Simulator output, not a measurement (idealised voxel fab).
Module name: voxel fin reveal (process module)
Section cut is 250 nm wide and gridded with 5 nm square cells.
Cross-sections here: square-cell grids, written as top-down lists of bands, a band being one or more rows of cells.
It is stipulated that each band's entry specify, in nanometres, the height of the top of the band and then that of its bottom, followed by the materials of the band in left-to-right sequence, each together with its width in nanometres. A single material marked by the word "throughout" is understood to fill the band from edge to edge; the word "air" is understood to denote empty space.
Heights from 0 (as-received wafer is one material below). Bottom band endless downward, as "from 0 down".
It should be noted that a width expressed as "30..40" varies in equal increments from row to row of cells within the band, taking the value of the first number at the top row and that of the second number at the bottom row.
Step marked "nothing different"? Then no cell in the cross-section changed in it.
Any empty space of 8 cells or more lacking an open way to the top shows up in "Closed empty spaces" as width x height at distance, distance from the left edge, in nm.
On a step's line, text after the settings is the simulator commenting on that step.
overlay nm: where the mask lay relative to plan, measured to the right, on steps with a mask; negatives go left.

# Intended process steps
1,RECEIVE with material Si
2,CONFORMAL_DEP with material SiN, thk nm 10
3,DIRECTIONAL_DEP with material aC, thk nm 10
4,PATTERN with tone cover, mask id FINS, material resist, width nm 15, pitch nm 40, thk nm 30, overlay nm 0
5,DIRECTIONAL_ETCH with etch materials aC, depth nm 10
6,STRIP with etch materials resist
7,DIRECTIONAL_ETCH with etch materials SiN, depth nm 10
8,DIRECTIONAL_ETCH with etch materials Si, depth nm 40
9,STRIP with etch materials aC
10,FILL_DEP with material SiO2, thk nm 10
11,CMP with height nm 10
12,SELECTIVE_ETCH with etch materials SiO2, depth nm 30
13,STRIP with etch materials SiN

# first wafer, as planned

# Cross-section: wafer on arrival = after step 1
> from 0 down | Si throughout
> Closed empty spaces: none

# State of the wafer after step 2, shown in cross-section
> from 10 to 0 | SiN throughout
> Unchanged below 0.

# State of the wafer after step 3, shown in cross-section
> from 20 to 10 | aC throughout
> Unchanged below 10.

# State of the wafer after step 4, shown in cross-section
> from 50 to 20 | air=75, then resist=15, then air=25, then resist=15, then air=25, then resist=15, then air=80
> Unchanged below 20.

# State of the wafer after step 5, shown in cross-section
> from 40 to 20 | air=75, then resist=15, then air=25, then resist=15, then air=25, then resist=15, then air=80
> from 20 to 10 | air=75, then aC=15, then air=25, then aC=15, then air=25, then aC=15, then air=80
> Unchanged below 10.

# State of the wafer after step 6, shown in cross-section
> from 20 to 10 | air=75, then aC=15, then air=25, then aC=15, then air=25, then aC=15, then air=80
> Unchanged below 10.

# State of the wafer after step 7, shown in cross-section
> from 20 to 10 | air=75, then aC=15, then air=25, then aC=15, then air=25, then aC=15, then air=80
> from 10 to 0 | air=75, then SiN=15, then air=25, then SiN=15, then air=25, then SiN=15, then air=80
> Unchanged below 0.

# State of the wafer after step 8, shown in cross-section
> from 20 to 10 | air=75, then aC=15, then air=25, then aC=15, then air=25, then aC=15, then air=80
> from 10 to 0 | air=75, then SiN=15, then air=25, then SiN=15, then air=25, then SiN=15, then air=80
> from 0 to -40 | air=75, then Si=15, then air=25, then Si=15, then air=25, then Si=15, then air=80
> Unchanged below -40.

# State of the wafer after step 9, shown in cross-section
> from 10 to 0 | air=75, then SiN=15, then air=25, then SiN=15, then air=25, then SiN=15, then air=80
> Unchanged below 0.

# State of the wafer after step 10, shown in cross-section
> from 20 to 10 | SiO2 throughout
> from 10 to 0 | SiO2=75, then SiN=15, then SiO2=25, then SiN=15, then SiO2=25, then SiN=15, then SiO2=80
> from 0 to -40 | SiO2=75, then Si=15, then SiO2=25, then Si=15, then SiO2=25, then Si=15, then SiO2=80
> Unchanged below -40.

# State of the wafer after step 11, shown in cross-section
> from 10 to 0 | SiO2=75, then SiN=15, then SiO2=25, then SiN=15, then SiO2=25, then SiN=15, then SiO2=80
> Unchanged below 0.

# State of the wafer after step 12, shown in cross-section
> from 10 to 0 | air=75, then SiN=15, then air=25, then SiN=15, then air=25, then SiN=15, then air=80
> from 0 to -20 | air=75, then Si=15, then air=25, then Si=15, then air=25, then Si=15, then air=80
> Unchanged below -20.

# State of the wafer after step 13, shown in cross-section
> from 0 to -20 | air=75, then Si=15, then air=25, then Si=15, then air=25, then Si=15, then air=80
> Unchanged below -20.

# Wafer two. Identical start, identical plan. One mistake in execution. Identical history through step 3

# Second wafer, sectioned view, at step 4's planned end time
> from 50 to 20 | air=80, then resist=15, then air=25, then resist=15, then air=25, then resist=15, then air=75
> Unchanged below 20.

# Second wafer, sectioned view, at step 5's planned end time
> from 40 to 20 | air=80, then resist=15, then air=25, then resist=15, then air=25, then resist=15, then air=75
> from 20 to 10 | air=80, then aC=15, then air=25, then aC=15, then air=25, then aC=15, then air=75
> Unchanged below 10.

# Second wafer, sectioned view, at step 6's planned end time
> from 20 to 10 | air=80, then aC=15, then air=25, then aC=15, then air=25, then aC=15, then air=75
> Unchanged below 10.

# Second wafer, sectioned view, at step 7's planned end time
> from 20 to 10 | air=80, then aC=15, then air=25, then aC=15, then air=25, then aC=15, then air=75
> from 10 to 0 | air=80, then SiN=15, then air=25, then SiN=15, then air=25, then SiN=15, then air=75
> Unchanged below 0.

# Second wafer, sectioned view, at step 8's planned end time
> from 20 to 10 | air=80, then aC=15, then air=25, then aC=15, then air=25, then aC=15, then air=75
> from 10 to 0 | air=80, then SiN=15, then air=25, then SiN=15, then air=25, then SiN=15, then air=75
> from 0 to -40 | air=80, then Si=15, then air=25, then Si=15, then air=25, then Si=15, then air=75
> Unchanged below -40.

# Second wafer, sectioned view, at step 9's planned end time
> from 10 to 0 | air=80, then SiN=15, then air=25, then SiN=15, then air=25, then SiN=15, then air=75
> Unchanged below 0.

# Second wafer, sectioned view, at step 10's planned end time
> from 20 to 10 | SiO2 throughout
> from 10 to 0 | SiO2=80, then SiN=15, then SiO2=25, then SiN=15, then SiO2=25, then SiN=15, then SiO2=75
> from 0 to -40 | SiO2=80, then Si=15, then SiO2=25, then Si=15, then SiO2=25, then Si=15, then SiO2=75
> Unchanged below -40.

# Second wafer, sectioned view, at step 11's planned end time
> from 10 to 0 | SiO2=80, then SiN=15, then SiO2=25, then SiN=15, then SiO2=25, then SiN=15, then SiO2=75
> Unchanged below 0.

# Second wafer, sectioned view, at step 12's planned end time
> from 10 to 0 | air=80, then SiN=15, then air=25, then SiN=15, then air=25, then SiN=15, then air=75
> from 0 to -20 | air=80, then Si=15, then air=25, then Si=15, then air=25, then Si=15, then air=75
> Unchanged below -20.

# Second wafer, sectioned view, at step 13's planned end time
> from 0 to -20 | air=80, then Si=15, then air=25, then Si=15, then air=25, then Si=15, then air=75
> Unchanged below -20.
Misprocessing identified: for step 4, the planned setting was not used; the step was instead run as PATTERN with tone cover, mask id FINS, material resist, width nm 15, pitch nm 40, thk nm 30, overlay nm 5
When the process is done, the second wafer contains the same cell count of every material as the first wafer, but distributed over other locations.
